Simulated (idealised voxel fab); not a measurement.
Process module under the name voxel double patterning
Cross-section cut spans 260 nm and uses square cells 5 nm in size.
Just so we're on the same page, the cross-sections are grids of square cells, and they're listed out in bands top to bottom, each band one or more rows deep. Band: top and bottom heights (nm) first, top before bottom; then materials from left to right, widths in nm. "throughout" marks a sole material filling the band edge to edge. "empty" denotes empty space. Note: height 0 marks the level under which the wafer is uniformly one material as received. Lowest band unbounded below, written "0 nm and below". It should be noted that a width expressed as "30..40" varies in equal increments from row to row of cells within the band, taking the value of the first number at the top row and that of the second number at the bottom row. What does "no modifications" mean for a step? It means no cell of the cross-section changed in that step. This entry, "Voids, enclosed", enumerates those empty regions of no fewer than 8 cells that possess no open connection to the top. Each region is reported in the form width x height at distance, the distance being taken from the left edge, with all three quantities expressed in nm. If you see something after the settings on a step's line, that's the simulator's own remark about that step. You can add "overlay nm" to a step's line. For a step with a mask, it describes how far the mask lay to the right of its planned position, and a negative number describes a lay to the left.
This section lists the process steps that were planned
step 1: RECEIVE, material Si
step 2: CONFORMAL_DEP, material SiO2, thk nm 5
step 3: DIRECTIONAL_DEP, material polySi, thk nm 20
step 4: DIRECTIONAL_DEP, material SiN, thk nm 5
step 5: PATTERN, tone open, mask id FIRST, material resist, width nm 15, pitch nm 50, thk nm 20, overlay nm 0
step 6: DIRECTIONAL_ETCH, etch materials SiN, depth nm 5
step 7: STRIP, etch materials resist
step 8: MASKED_ETCH, tone open, mask id SECOND, width nm 15, pitch nm 50, etch materials SiN, depth nm 5, overlay nm 0
step 9: DIRECTIONAL_ETCH, etch materials polySi, depth nm 20
step 10: STRIP, etch materials SiN
Among the wafers covered here, the point of difference is the width nm at step 5; their starting state is shared, and the plan presents the value of the first wafer.
As received, i.e. after step 1: cross-section through the first of several wafers
> 0 nm and below | Si throughout
> Voids, enclosed: none
Post step 10, the closing step of the module: first of several wafers, cross-sectioned
> 25 nm to 5 nm | polySi 70 nm, then empty 15 nm, then polySi 10 nm, then empty 15 nm, then polySi 10 nm, then empty 15 nm, then polySi 10 nm, then empty 15 nm, then polySi 10 nm, then empty 15 nm, then polySi 75 nm
> 5 nm to 0 nm | SiO2 throughout
> 0 nm and below | Si throughout
> Voids, enclosed: none
So this is the cross-section on the last wafer at the end of the module
> 25 nm to 5 nm | polySi 65 nm, then empty 45 nm, then polySi 5 nm, then empty 45 nm, then polySi 5 nm, then empty 30 nm, then polySi 65 nm
> 5 nm to 0 nm | SiO2 throughout
> 0 nm and below | Si throughout
> Voids, enclosed: none
The following table contains a row per wafer, in which are reported, at the conclusion of the module, the cells of each material gained (+) or lost (-) since the wafer's receipt, with its closed voids given thereafter
width nm 15 | +52 SiO2 | +148 polySi | Voids, enclosed: none
width nm 20 | +52 SiO2 | +136 polySi | Voids, enclosed: none
width nm 25 | +52 SiO2 | +124 polySi | Voids, enclosed: none
width nm 30 | +52 SiO2 | +112 polySi | Voids, enclosed: none
